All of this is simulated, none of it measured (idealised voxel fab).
Name of the process module below: voxel self aligned contacts
Cross-section cut: width 300 nm, square cells of 5 nm.
A cross-section is written here as square cells arranged in a grid, and it is given in bands from the top down, each band taking up one or more rows of cells. Per band: top height and bottom height in nm, followed by the left-to-right materials and their widths in nm; "all across" marks a single material spanning edge to edge, "blank" marks empty space. Measure heights from 0. That's the level where, below it, the as-received wafer is all one material. The lowest band is bottomless and extends downward; write it as in "from 0 down". Per-row width for "30 to 40": begins at first number (top row of band), ends at second number (bottom row), increment between rows held constant. Take "same as before" at face value: in the step it is given for, the cross-section changed in none of its cells. "Enclosed empty spaces" means: voids of 8 cells or more that are shut off from the top with no open way through. Written width x height at distance, distance from the left edge, in nm. It should be noted that, on the line of a given step, the content following the step's settings is a remark produced by the simulator itself with respect to that step. For masked steps, "overlay nm" on the step line gives how far right of plan the mask actually lay; a minus sign means it lay to the left.
**The process steps that were planned are listed below**
1,RECEIVE, material Si
2,CONFORMAL_DEP, material SiO2, thk nm 5
3,DIRECTIONAL_DEP, material polySi, thk nm 20
4,DIRECTIONAL_DEP, material SiN, thk nm 20
5,MASKED_ETCH, tone cover, mask id GATE, width nm 35, pitch nm 60, etch materials SiN, depth nm 20, overlay nm 0
6,MASKED_ETCH, tone cover, mask id GATE, width nm 35, pitch nm 60, etch materials polySi, depth nm 20, overlay nm 0
7,CONFORMAL_DEP, material SiN, thk nm 5
8,DIRECTIONAL_ETCH, etch materials SiN, depth nm 5
9,FILL_DEP, material SiO2, thk nm 15
10,CMP, height nm 50
11,PATTERN, tone open, mask id CONTACT, material resist, width nm 45, thk nm 15, overlay nm 0
12,DIRECTIONAL_ETCH, etch materials SiO2, depth nm 50
13,STRIP, etch materials resist
14,CONFORMAL_DEP, material TiN, thk nm 5
15,FILL_DEP, material W, thk nm 10
16,CMP, height nm 50
17,CONFORMAL_DEP, material SiN, thk nm 5
**Cross-section of the incoming wafer, state after step 1**
from 0 down  Si all across
Enclosed empty spaces: none
**End-of-module XS, first of two wafers, run as planned**
from 55 to 50  SiN all across
from 50 to 45  SiO2=125 | TiN=20 | W=5 | TiN=20 | SiO2=130
from 45 to 25  SiO2=95 | SiN=45 | TiN=5 | W=5 | TiN=5 | SiN=45 | SiO2=100
from 25 to 5  SiO2=95 | SiN=5 | polySi=35 | SiN=5 | TiN=5 | W=5 | TiN=5 | SiN=5 | polySi=35 | SiN=5 | SiO2=100
from 5 to 0  SiO2=140 | TiN=15 | SiO2=145
from 0 down  Si all across
Enclosed empty spaces: none
**Cross-section at end of module for the second wafer of two, which matched the first in starting point and plan and differed by one mistake in its processing**
from 70 to 65  SiN all across
from 65 to 55  W all across
from 55 to 50  TiN=130 | W=35 | TiN=135
from 50 to 45  SiO2=125 | TiN=20 | W=5 | TiN=20 | SiO2=130
from 45 to 25  SiO2=95 | SiN=45 | TiN=5 | W=5 | TiN=5 | SiN=45 | SiO2=100
from 25 to 5  SiO2=95 | SiN=5 | polySi=35 | SiN=5 | TiN=5 | W=5 | TiN=5 | SiN=5 | polySi=35 | SiN=5 | SiO2=100
from 5 to 0  SiO2=140 | TiN=15 | SiO2=145
from 0 down  Si all across
Enclosed empty spaces: none
Finding, execution versus plan: step 16 in the plan did not get run; it was skipped
Final comparison by cell count, materials where the second wafer has more or fewer than the first: +53 TiN | +127 W
